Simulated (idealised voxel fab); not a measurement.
The following process module bears the name voxel capacitor over wiring.
300 nm wide, 5 nm square cells: that's cross-section cut.
Each cross-section below is a grid of square cells, stated as bands in top-down order, with one or more rows of cells making up each band.
The entry gives the band's vertical extent as a top height and a bottom height in nm, then its horizontal make-up as materials from left to right, each with a width in nm. "blank" stands for empty space; a single material marked "throughout" fills the band edge to edge.
The level at which height equals 0 is the one under which the wafer, as it arrives, is entirely one material. No lower edge exists for the bottom band, which continues downward and is notated as in "0 and below".
With a width like "30 to 40", each row of cells in the band differs from the next by the same amount, the top row carrying the first number and the bottom row the second.
Take "stayed the same" at face value: in the step it is given for, the cross-section changed in none of its cells.
"Sealed internal voids" lists enclosed empty spaces (at least 8 cells, no open path upward to the top), each as width x height at distance from the left edge, in nm.
Anything after a step's settings on that line? It's the simulator's own note about the step.
"overlay nm" answers the question of how far to the right of plan the mask lay on a step that has a mask, and when it is negative the answer is to the left.

plan
1 RECEIVE | material Si
2 CONFORMAL_DEP | material SiO2 | thk nm 15
3 DIRECTIONAL_DEP | material TiN | thk nm 5
4 DIRECTIONAL_DEP | material Ru | thk nm 20
5 PATTERN | tone cover | mask id METAL_1 | material resist | width nm 20 | pitch nm 75 | thk nm 20 | overlay nm 0
6 DIRECTIONAL_ETCH | etch materials Ru | depth nm 20
7 DIRECTIONAL_ETCH | etch materials TiN | depth nm 5
8 STRIP | etch materials resist
9 FILL_DEP | material SiO2 | thk nm 5
10 CMP | height nm 40
11 CONFORMAL_DEP | material SiCN | thk nm 5
12 DIRECTIONAL_DEP | material lowk | thk nm 20
13 MASKED_ETCH | tone open | mask id PLUG_1 | width nm 15 | etch materials lowk | depth nm 20 | overlay nm 0
14 MASKED_ETCH | tone open | mask id PLUG_1 | width nm 15 | etch materials SiCN | depth nm 5 | overlay nm 0
15 EPI | material Ru | thk nm 10
16 EPI | material Ru | thk nm 10
17 EPI | material Ru | thk nm 5
18 DIRECTIONAL_DEP | material TiN | thk nm 5
19 DIRECTIONAL_DEP | material SiN | thk nm 5
20 DIRECTIONAL_DEP | material TiN | thk nm 10
21 PATTERN | tone cover | mask id UPPER_PLATE | material resist | width nm 60 | thk nm 20 | overlay nm 0
22 DIRECTIONAL_ETCH | etch materials TiN | depth nm 10
23 DIRECTIONAL_ETCH | etch materials SiN | depth nm 5
24 STRIP | etch materials resist
25 MASKED_ETCH | tone cover | mask id LOWER_PLATE | width nm 70 | etch materials TiN | depth nm 5 | overlay nm 0
26 FILL_DEP | material SiO2 | thk nm 15
27 CMP | height nm 95
28 PATTERN | tone open | mask id PLUG_2 | material resist | width nm 15 | thk nm 15 | overlay nm 0
29 DIRECTIONAL_ETCH | etch materials SiO2 | depth nm 10
30 STRIP | etch materials resist
31 CONFORMAL_DEP | material TiN | thk nm 5
32 FILL_DEP | material W | thk nm 10
33 CMP | height nm 95
34 CONFORMAL_DEP | material SiCN | thk nm 5

As received (post step 1): cross-section
  0 and below: Si throughout
  Sealed internal voids: none

Cross-section at module end, one run error; start and plan unchanged from above
  100 down to 95: SiCN throughout
  95 down to 90: SiO2: 115; TiN: 5; W: 5; TiN: 5; SiO2: 170
  90 down to 85: SiO2: 115; TiN: 15; SiO2: 170
  85 down to 75: SiO2: 105; TiN: 60; SiO2: 135
  75 down to 70: SiO2: 100; TiN: 70; SiO2: 130
  70 down to 65: SiN throughout
  65 down to 45: lowk: 105; Ru: 15; lowk: 180
  45 down to 40: SiCN: 105; Ru: 15; SiCN: 180
  40 down to 20: SiO2: 100; Ru: 20; SiO2: 55; Ru: 20; SiO2: 105
  20 down to 15: SiO2: 100; TiN: 20; SiO2: 55; TiN: 20; SiO2: 105
  15 down to 0: SiO2 throughout
  0 and below: Si throughout
  Sealed internal voids: none
In executing the process, a mistake was made relative to the plan: transposition of steps 18 and 19 relative to the planned sequence
